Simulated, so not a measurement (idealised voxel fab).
process module | voxel released beams
cross-section cut | 190 nm wide | cells 5 nm
A cross-section is a grid of square cells, given in bands from the top down. A band is one or more rows of cells.
Each band's line starts with the height of the band's top and of its bottom, in nm. Then come its materials from left to right, each with its width in nm. One material with "throughout" fills the band from edge to edge. "air" is empty space.
Height 0 is the level under which the wafer as received is all one material. The lowest band goes on downwards, as in "0 down".
A width such as "30 to 40" changes by the same amount from each row of cells to the next, from the band's top row to its bottom row.
"no change" after a step means that no cell of the cross-section changed.
closed voids: empty space of 8 cells or more with no open way to the top, each as width x height at its distance from the left edge, in nm
after a step's settings: what the simulator itself notes on the step
overlay nm, on a step with a mask: how far to the right of its planned place the mask lay; to the left if negative
plan
1 op RECEIVE | material Si
2 op CONFORMAL_DEP | material SiN | thk nm 5
3 op DIRECTIONAL_DEP | material SiO2 | thk nm 20
4 op PATTERN | tone open | mask id ANCHOR | material resist | width nm 35 | thk nm 15 | overlay nm 0
5 op DIRECTIONAL_ETCH | etch materials SiO2 | depth nm 20
6 op STRIP | etch materials resist
7 op CONFORMAL_DEP | material W | thk nm 10
8 op PATTERN | tone cover | mask id BEAM | material resist | width nm 120 | thk nm 15 | overlay nm 0
9 op DIRECTIONAL_ETCH | etch materials W | depth nm 10
10 op STRIP | etch materials resist
11 op STRIP | etch materials SiO2
first wafer, as planned
as received, after step 1
  0 down: Si throughout
  closed voids: none
after step 2
  5 to 0: SiN throughout
  below 0: unchanged
after step 3
  25 to 5: SiO2 throughout
  below 5: unchanged
after step 4
  40 to 25: resist 35 | air 35 | resist 120
  below 25: unchanged
after step 5
  40 to 25: resist 35 | air 35 | resist 120
  25 to 5: SiO2 35 | air 35 | SiO2 120
  below 5: unchanged
after step 6
  25 to 5: SiO2 35 | air 35 | SiO2 120
  below 5: unchanged
after step 7
  35 to 25: W 45 | air 15 | W 130
  25 to 15: SiO2 35 | W 10 | air 15 | W 10 | SiO2 120
  15 to 5: SiO2 35 | W 35 | SiO2 120
  below 5: unchanged
after step 8
  50 to 35: air 30 | resist 120 | air 40
  35 to 25: W 45 | resist 15 | W 130
  25 to 15: SiO2 35 | W 10 | resist 15 | W 10 | SiO2 120
  below 15: unchanged
after step 9
  50 to 35: air 30 | resist 120 | air 40
  35 to 25: air 30 | W 15 | resist 15 | W 90 | air 40
  below 25: unchanged
after step 10
  35 to 25: air 30 | W 15 | air 15 | W 90 | air 40
  25 to 15: SiO2 35 | W 10 | air 15 | W 10 | SiO2 120
  below 15: unchanged
after step 11
  35 to 25: air 30 | W 15 | air 15 | W 90 | air 40
  25 to 15: air 35 | W 10 | air 15 | W 10 | air 120
  15 to 5: air 35 | W 35 | air 120
  below 5: unchanged
second wafer: like start, like plan, one mistake. Through step 7 it matches the first wafer
when step 8 should have ended
  50 to 35: air 25 | resist 120 | air 45
  35 to 25: W 45 | resist 15 | W 130
  25 to 15: SiO2 35 | W 10 | resist 15 | W 10 | SiO2 120
  below 15: unchanged
when step 9 should have ended
  50 to 35: air 25 | resist 120 | air 45
  35 to 25: air 25 | W 20 | resist 15 | W 85 | air 45
  below 25: unchanged
when step 10 should have ended
  35 to 25: air 25 | W 20 | air 15 | W 85 | air 45
  25 to 15: SiO2 35 | W 10 | air 15 | W 10 | SiO2 120
  below 15: unchanged
when step 11 should have ended
  35 to 25: air 25 | W 20 | air 15 | W 85 | air 45
  25 to 15: air 35 | W 10 | air 15 | W 10 | air 120
  15 to 5: air 35 | W 35 | air 120
  below 5: unchanged
what went wrong: step 8 ran as: op PATTERN | tone cover | mask id BEAM | material resist | width nm 120 | thk nm 15 | overlay nm -5
at the end the second wafer has, in cells: as many of each material as the first, in other places
